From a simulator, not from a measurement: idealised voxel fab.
process module | voxel air gaps
cross-section cut | 265 nm wide | cells 5 nm
A cross-section is a grid of square cells, given in bands from the top down. A band is one or more rows of cells.
Each band's line starts with the height of the band's top and of its bottom, in nm. Then come its materials from left to right, each with its width in nm. One material with "throughout" fills the band from edge to edge. "air" is empty space.
Height 0 is the level under which the wafer as received is all one material. The lowest band goes on downwards, as in "0 down".
A width such as "30 to 40" changes by the same amount from each row of cells to the next, from the band's top row to its bottom row.
"no change" after a step means that no cell of the cross-section changed.
closed voids: empty space of 8 cells or more with no open way to the top, each as width x height at its distance from the left edge, in nm
after a step's settings: what the simulator itself notes on the step
overlay nm, on a step with a mask: how far to the right of its planned place the mask lay; to the left if negative
plan
1 op RECEIVE | material Si
2 op CONFORMAL_DEP | material SiO2 | thk nm 15
3 op CONFORMAL_DEP | material SiCN | thk nm 5
4 op DIRECTIONAL_DEP | material lowk | thk nm 35
5 op MASKED_ETCH | tone open | mask id LINES | width nm 20 | pitch nm 50 | etch materials lowk | depth nm 35 | overlay nm 0
6 op CONFORMAL_DEP | material TiN | thk nm 5
7 op FILL_DEP | material Ru | thk nm 5
8 op CMP | height nm 55
9 op EPI | material Ru | thk nm 10
10 op SELECTIVE_ETCH | etch materials lowk | depth nm 45
11 op CONFORMAL_DEP | material SiCN | thk nm 5
first wafer, as planned
as received, after step 1
  0 down: Si throughout
  closed voids: none
after step 2
  15 to 0: SiO2 throughout
  below 0: unchanged
after step 3
  20 to 15: SiCN throughout
  below 15: unchanged
after step 4
  55 to 20: lowk throughout
  below 20: unchanged
after step 5
  55 to 20: lowk 70 | air 20 | lowk 30 | air 20 | lowk 30 | air 20 | lowk 75
  below 20: unchanged
after step 6
  60 to 55: TiN 75 | air 10 | TiN 40 | air 10 | TiN 40 | air 10 | TiN 80
  55 to 25: lowk 70 | TiN 5 | air 10 | TiN 5 | lowk 30 | TiN 5 | air 10 | TiN 5 | lowk 30 | TiN 5 | air 10 | TiN 5 | lowk 75
  25 to 20: lowk 70 | TiN 20 | lowk 30 | TiN 20 | lowk 30 | TiN 20 | lowk 75
  below 20: unchanged
after step 7
  65 to 60: Ru throughout
  60 to 55: TiN 75 | Ru 10 | TiN 40 | Ru 10 | TiN 40 | Ru 10 | TiN 80
  55 to 25: lowk 70 | TiN 5 | Ru 10 | TiN 5 | lowk 30 | TiN 5 | Ru 10 | TiN 5 | lowk 30 | TiN 5 | Ru 10 | TiN 5 | lowk 75
  below 25: unchanged
after step 8
  55 to 25: lowk 70 | TiN 5 | Ru 10 | TiN 5 | lowk 30 | TiN 5 | Ru 10 | TiN 5 | lowk 30 | TiN 5 | Ru 10 | TiN 5 | lowk 75
  below 25: unchanged
after step 9
  65 to 55: air 60 | Ru 40 | air 10 | Ru 40 | air 10 | Ru 40 | air 65
  below 55: unchanged
after step 10
  65 to 55: air 60 | Ru 40 | air 10 | Ru 40 | air 10 | Ru 40 | air 65
  55 to 25: air 70 | TiN 5 | Ru 10 | TiN 5 | air 30 | TiN 5 | Ru 10 | TiN 5 | air 30 | TiN 5 | Ru 10 | TiN 5 | air 75
  25 to 20: air 70 | TiN 20 | air 30 | TiN 20 | air 30 | TiN 20 | air 75
  below 20: unchanged
after step 11
  70 to 65: air 55 | SiCN 150 | air 60
  65 to 55: air 55 | SiCN 5 | Ru 40 | SiCN 10 | Ru 40 | SiCN 10 | Ru 40 | SiCN 5 | air 60
  55 to 50: air 55 | SiCN 15 | TiN 5 | Ru 10 | TiN 5 | SiCN 30 | TiN 5 | Ru 10 | TiN 5 | SiCN 30 | TiN 5 | Ru 10 | TiN 5 | SiCN 15 | air 60
  50 to 25: air 65 | SiCN 5 | TiN 5 | Ru 10 | TiN 5 | SiCN 5 | air 20 | SiCN 5 | TiN 5 | Ru 10 | TiN 5 | SiCN 5 | air 20 | SiCN 5 | TiN 5 | Ru 10 | TiN 5 | SiCN 5 | air 70
  25 to 20: SiCN 70 | TiN 20 | SiCN 30 | TiN 20 | SiCN 30 | TiN 20 | SiCN 75
  below 20: unchanged
  closed voids: 20 x 25 at 95; 20 x 25 at 145
second wafer: like start, like plan, one mistake. Through step 1 it matches the first wafer
when step 2 should have ended
  5 to 0: SiCN throughout
  below 0: unchanged
when step 3 should have ended
  20 to 5: SiO2 throughout
  below 5: unchanged
when step 4 should have ended
  55 to 20: lowk throughout
  below 20: unchanged
when step 5 should have ended
  55 to 20: lowk 70 | air 20 | lowk 30 | air 20 | lowk 30 | air 20 | lowk 75
  below 20: unchanged
when step 6 should have ended
  60 to 55: TiN 75 | air 10 | TiN 40 | air 10 | TiN 40 | air 10 | TiN 80
  55 to 25: lowk 70 | TiN 5 | air 10 | TiN 5 | lowk 30 | TiN 5 | air 10 | TiN 5 | lowk 30 | TiN 5 | air 10 | TiN 5 | lowk 75
  25 to 20: lowk 70 | TiN 20 | lowk 30 | TiN 20 | lowk 30 | TiN 20 | lowk 75
  below 20: unchanged
when step 7 should have ended
  65 to 60: Ru throughout
  60 to 55: TiN 75 | Ru 10 | TiN 40 | Ru 10 | TiN 40 | Ru 10 | TiN 80
  55 to 25: lowk 70 | TiN 5 | Ru 10 | TiN 5 | lowk 30 | TiN 5 | Ru 10 | TiN 5 | lowk 30 | TiN 5 | Ru 10 | TiN 5 | lowk 75
  below 25: unchanged
when step 8 should have ended
  55 to 25: lowk 70 | TiN 5 | Ru 10 | TiN 5 | lowk 30 | TiN 5 | Ru 10 | TiN 5 | lowk 30 | TiN 5 | Ru 10 | TiN 5 | lowk 75
  below 25: unchanged
when step 9 should have ended
  65 to 55: air 60 | Ru 40 | air 10 | Ru 40 | air 10 | Ru 40 | air 65
  below 55: unchanged
when step 10 should have ended
  65 to 55: air 60 | Ru 40 | air 10 | Ru 40 | air 10 | Ru 40 | air 65
  55 to 25: air 70 | TiN 5 | Ru 10 | TiN 5 | air 30 | TiN 5 | Ru 10 | TiN 5 | air 30 | TiN 5 | Ru 10 | TiN 5 | air 75
  25 to 20: air 70 | TiN 20 | air 30 | TiN 20 | air 30 | TiN 20 | air 75
  below 20: unchanged
when step 11 should have ended
  70 to 65: air 55 | SiCN 150 | air 60
  65 to 55: air 55 | SiCN 5 | Ru 40 | SiCN 10 | Ru 40 | SiCN 10 | Ru 40 | SiCN 5 | air 60
  55 to 50: air 55 | SiCN 15 | TiN 5 | Ru 10 | TiN 5 | SiCN 30 | TiN 5 | Ru 10 | TiN 5 | SiCN 30 | TiN 5 | Ru 10 | TiN 5 | SiCN 15 | air 60
  50 to 25: air 65 | SiCN 5 | TiN 5 | Ru 10 | TiN 5 | SiCN 5 | air 20 | SiCN 5 | TiN 5 | Ru 10 | TiN 5 | SiCN 5 | air 20 | SiCN 5 | TiN 5 | Ru 10 | TiN 5 | SiCN 5 | air 70
  25 to 20: SiCN 70 | TiN 20 | SiCN 30 | TiN 20 | SiCN 30 | TiN 20 | SiCN 75
  below 20: unchanged
  closed voids: 20 x 25 at 95; 20 x 25 at 145
what went wrong: steps 2 and 3 were swapped
at the end the second wafer has, in cells: as many of each material as the first, in other places
